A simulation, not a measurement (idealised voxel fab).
You're looking at the process module voxel ribs on slabs.
Cross-section cut: width 300 nm, square cells of 5 nm.
This document writes a cross-section as a grid whose cells are square, and gives it as bands, listed from the top down; one or more rows of cells form a band.
Heads up on the band format: heights come first, top then bottom, in nm. After that it's the materials left to right, each with its width in nm. A single material flagged "edge to edge" fills the whole band edge to edge, and "air" means there's empty space there.
Heights are measured from 0, the level below which the as-received wafer is all one material; the lowest band has no bottom and continues downward, written as in "0 and below".
Think of "30->40" as a width that walks from the first number to the second as you go down the band, top row to bottom row, taking equal-sized steps from row to row.
A step reported as "nothing different" is a step in which no cell of the cross-section changed.
Any empty space of 8 cells or more lacking an open way to the top shows up in "Voids, enclosed" as width x height at distance, distance from the left edge, in nm.
On each step's line, the part that comes after the settings is the simulator's own comment on the step.
Among the settings permitted on a step's line is "overlay nm"; applied to a step with a mask, it specifies the extent to which the mask lay to the right of its planned position, whereas a negative figure signifies a position to the left.
[The planned process steps are enumerated hereunder]
| 1 | RECEIVE | material Si |
| 2 | DIRECTIONAL_DEP | material SiO2 | thk nm 20 |
| 3 | DIRECTIONAL_DEP | material polySi | thk nm 20 |
| 4 | DIRECTIONAL_DEP | material aC | thk nm 15 |
| 5 | PATTERN | tone cover | mask id RIB | material resist | width nm 30 | thk nm 30 | overlay nm 0 |
| 6 | DIRECTIONAL_ETCH | etch materials aC | depth nm 15 |
| 7 | STRIP | etch materials resist |
| 8 | DIRECTIONAL_ETCH | etch materials polySi | depth nm 10 |
| 9 | STRIP | etch materials aC |
| 10 | PATTERN | tone cover | mask id SLAB | material resist | width nm 90 | thk nm 20 | overlay nm 0 |
| 11 | DIRECTIONAL_ETCH | etch materials polySi | depth nm 10 |
| 12 | STRIP | etch materials resist |
| 13 | FILL_DEP | material SiO2 | thk nm 30 |
| 14 | CMP | height nm 60 |
| 15 | DIRECTIONAL_DEP | material TiN | thk nm 5 |
| 16 | DIRECTIONAL_DEP | material aC | thk nm 15 |
| 17 | PATTERN | tone cover | mask id HEATER | material resist | width nm 40 | thk nm 30 | overlay nm 0 |
| 18 | DIRECTIONAL_ETCH | etch materials aC | depth nm 15 |
| 19 | STRIP | etch materials resist |
| 20 | DIRECTIONAL_ETCH | etch materials TiN | depth nm 5 |
| 21 | STRIP | etch materials aC |
| 22 | CONFORMAL_DEP | material SiO2 | thk nm 5 |
[Cross-section of the wafer at receipt, which is the condition after step 1]
    0 and below | Si edge to edge
    Voids, enclosed: none
[One mistake in running the module, otherwise start and plan as above: cross-section at the end]
    70 down to 65 | air 125 nm / SiO2 50 nm / air 125 nm
    65 down to 60 | SiO2 130 nm / TiN 40 nm / SiO2 130 nm
    60 down to 50 | SiO2 135 nm / polySi 30 nm / SiO2 135 nm
    50 down to 40 | SiO2 105 nm / polySi 90 nm / SiO2 105 nm
    40 down to 0 | SiO2 edge to edge
    0 and below | Si edge to edge
    Voids, enclosed: none
Against the plan, the run slipped here: step 2 in the plan was executed twice
